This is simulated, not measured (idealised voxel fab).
The following is a process module called voxel wiring stack.
Cross-section cut spans 260 nm and uses square cells 5 nm in size.
Cross-section layout: square cells on a grid; listed as bands, top to bottom; a band spans one or more cell rows. First you get the band's top height and its bottom height, in nm, and then the materials it's made of, left to right, with each width in nm. If you see a single material with "throughout", that one covers the band edge to edge. "blank" is empty space. It should be noted that heights are counted from 0, beneath which the wafer as supplied is of one material throughout, and that the lowest band possesses no lower boundary but continues downward, as written in "from 0 down". A width given as "30->40" starts at the first number in the band's top row and ends at the second number in its bottom row, shifting by an equal amount at every step from row to row. You'll sometimes find "stayed the same" written for a step, and that's the way of saying that nowhere in the cross-section did a cell change during that step. If an empty space has no open way to the top and is at least 8 cells in size, "Fully sealed cavities" lists it, written width x height at distance, where distance is measured from the left edge and every value is in nm. What comes after the settings on a step's line is commentary from the simulator itself on that step. overlay nm: mask right of planned place by this much (step with mask). Neg. = left.

Planned step list for the process:
1: RECEIVE, material Si
2: CONFORMAL_DEP, material SiO2, thk nm 15
3: CONFORMAL_DEP, material SiCN, thk nm 5
4: DIRECTIONAL_DEP, material lowk, thk nm 25
5: PATTERN, tone open, mask id METAL_1, material resist, width nm 25, pitch nm 40, thk nm 15, overlay nm 0
6: DIRECTIONAL_ETCH, etch materials lowk, depth nm 25
7: DIRECTIONAL_ETCH, etch materials SiCN, depth nm 5
8: STRIP, etch materials resist
9: CONFORMAL_DEP, material TiN, thk nm 5
10: FILL_DEP, material Cu, thk nm 10
11: CMP, height nm 45
12: CONFORMAL_DEP, material SiCN, thk nm 5
13: DIRECTIONAL_DEP, material lowk, thk nm 35
14: PATTERN, tone open, mask id METAL_2_HOLES, material resist, width nm 15, pitch nm 40, thk nm 15, overlay nm 0
15: DIRECTIONAL_ETCH, etch materials lowk, depth nm 35
16: STRIP, etch materials resist
17: MASKED_ETCH, tone open, mask id METAL_2, width nm 25, pitch nm 40, etch materials lowk, depth nm 20, overlay nm 0
18: MASKED_ETCH, tone open, mask id METAL_2, width nm 25, pitch nm 40, etch materials SiCN, depth nm 5, overlay nm 0
19: CONFORMAL_DEP, material TiN, thk nm 5
20: FILL_DEP, material Ru, thk nm 5
21: CMP, height nm 85
22: CONFORMAL_DEP, material SiCN, thk nm 5
23: DIRECTIONAL_DEP, material lowk, thk nm 35
24: DIRECTIONAL_DEP, material aC, thk nm 10
25: PATTERN, tone open, mask id METAL_3, material resist, width nm 25, pitch nm 40, thk nm 30, overlay nm 0
26: DIRECTIONAL_ETCH, etch materials aC, depth nm 10
27: STRIP, etch materials resist
28: DIRECTIONAL_ETCH, etch materials lowk, depth nm 20
29: STRIP, etch materials aC
30: DIRECTIONAL_DEP, material aC, thk nm 10
31: PATTERN, tone open, mask id METAL_3_HOLES, material resist, width nm 15, pitch nm 80, thk nm 30, overlay nm 0
32: DIRECTIONAL_ETCH, etch materials aC, depth nm 10
33: STRIP, etch materials resist
34: DIRECTIONAL_ETCH, etch materials lowk, depth nm 15
35: DIRECTIONAL_ETCH, etch materials SiCN, depth nm 5
36: STRIP, etch materials aC
37: CONFORMAL_DEP, material TiN, thk nm 5
38: FILL_DEP, material Cu, thk nm 10
39: CMP, height nm 125
40: CONFORMAL_DEP, material SiCN, thk nm 5
41: DIRECTIONAL_DEP, material lowk, thk nm 35
42: PATTERN, tone open, mask id METAL_4_HOLES, material resist, width nm 15, pitch nm 40, thk nm 20, overlay nm 0
43: DIRECTIONAL_ETCH, etch materials lowk, depth nm 35
44: STRIP, etch materials resist
45: DIRECTIONAL_DEP, material aC, thk nm 10
46: PATTERN, tone open, mask id METAL_4, material resist, width nm 25, pitch nm 40, thk nm 30, overlay nm 0
47: DIRECTIONAL_ETCH, etch materials aC, depth nm 10
48: STRIP, etch materials resist
49: DIRECTIONAL_ETCH, etch materials lowk, depth nm 20
50: DIRECTIONAL_ETCH, etch materials SiCN, depth nm 5
51: STRIP, etch materials aC
52: CONFORMAL_DEP, material TiN, thk nm 5
53: FILL_DEP, material Cu, thk nm 10
54: CMP, height nm 165
55: CONFORMAL_DEP, material SiCN, thk nm 5

Shown in cross-section is the wafer as received, that is, as it stands after step 1:
* from 0 down: Si throughout
* Fully sealed cavities: none

The plan above was carried out on the starting structure above with one mistake, and this cross-section shows the wafer at the end of the module:
* from 170 to 165: SiCN throughout
* from 165 to 150: lowk=75  TiN=5  Cu=15  TiN=5  lowk=15  TiN=5  Cu=15  TiN=5  lowk=15  TiN=5  Cu=15  TiN=5  lowk=80
* from 150 to 145: lowk=75  TiN=5  Cu=5  TiN=15  lowk=15  TiN=5  Cu=5  TiN=15  lowk=15  TiN=5  Cu=5  TiN=15  lowk=80
* from 145 to 130: lowk=75  TiN=5  Cu=5  TiN=5  lowk=25  TiN=5  Cu=5  TiN=5  lowk=25  TiN=5  Cu=5  TiN=5  lowk=90
* from 130 to 125: SiCN=75  TiN=15  SiCN=25  TiN=15  SiCN=25  TiN=15  SiCN=90
* from 125 to 95: lowk=75  TiN=5  Cu=15  TiN=5  lowk=15  TiN=5  Cu=15  TiN=5  lowk=15  TiN=5  Cu=15  TiN=5  lowk=80
* from 95 to 90: lowk=75  TiN=5  Cu=5  TiN=15  lowk=15  TiN=25  lowk=15  TiN=5  Cu=5  TiN=15  lowk=80
* from 90 to 85: SiCN=75  TiN=15  SiCN=65  TiN=15  SiCN=90
* from 85 to 70: lowk=75  TiN=5  Ru=15  TiN=5  lowk=15  TiN=5  Ru=15  TiN=5  lowk=15  TiN=5  Ru=15  TiN=5  lowk=80
* from 70 to 65: lowk=75  TiN=5  Ru=5  TiN=15  lowk=15  TiN=5  Ru=5  TiN=15  lowk=15  TiN=5  Ru=5  TiN=15  lowk=80
* from 65 to 50: lowk=75  TiN=5  Ru=5  TiN=5  lowk=25  TiN=5  Ru=5  TiN=5  lowk=25  TiN=5  Ru=5  TiN=5  lowk=90
* from 50 to 45: SiCN=75  TiN=15  SiCN=25  TiN=15  SiCN=25  TiN=15  SiCN=90
* from 45 to 20: lowk=75  TiN=5  Cu=15  TiN=5  lowk=15  TiN=5  Cu=15  TiN=5  lowk=15  TiN=5  Cu=15  TiN=5  lowk=80
* from 20 to 15: SiCN=75  TiN=25  SiCN=15  TiN=25  SiCN=15  TiN=25  SiCN=80
* from 15 to 0: SiO2 throughout
* from 0 down: Si throughout
* Fully sealed cavities: none
Error vs. plan: plan step 28 was conducted twice
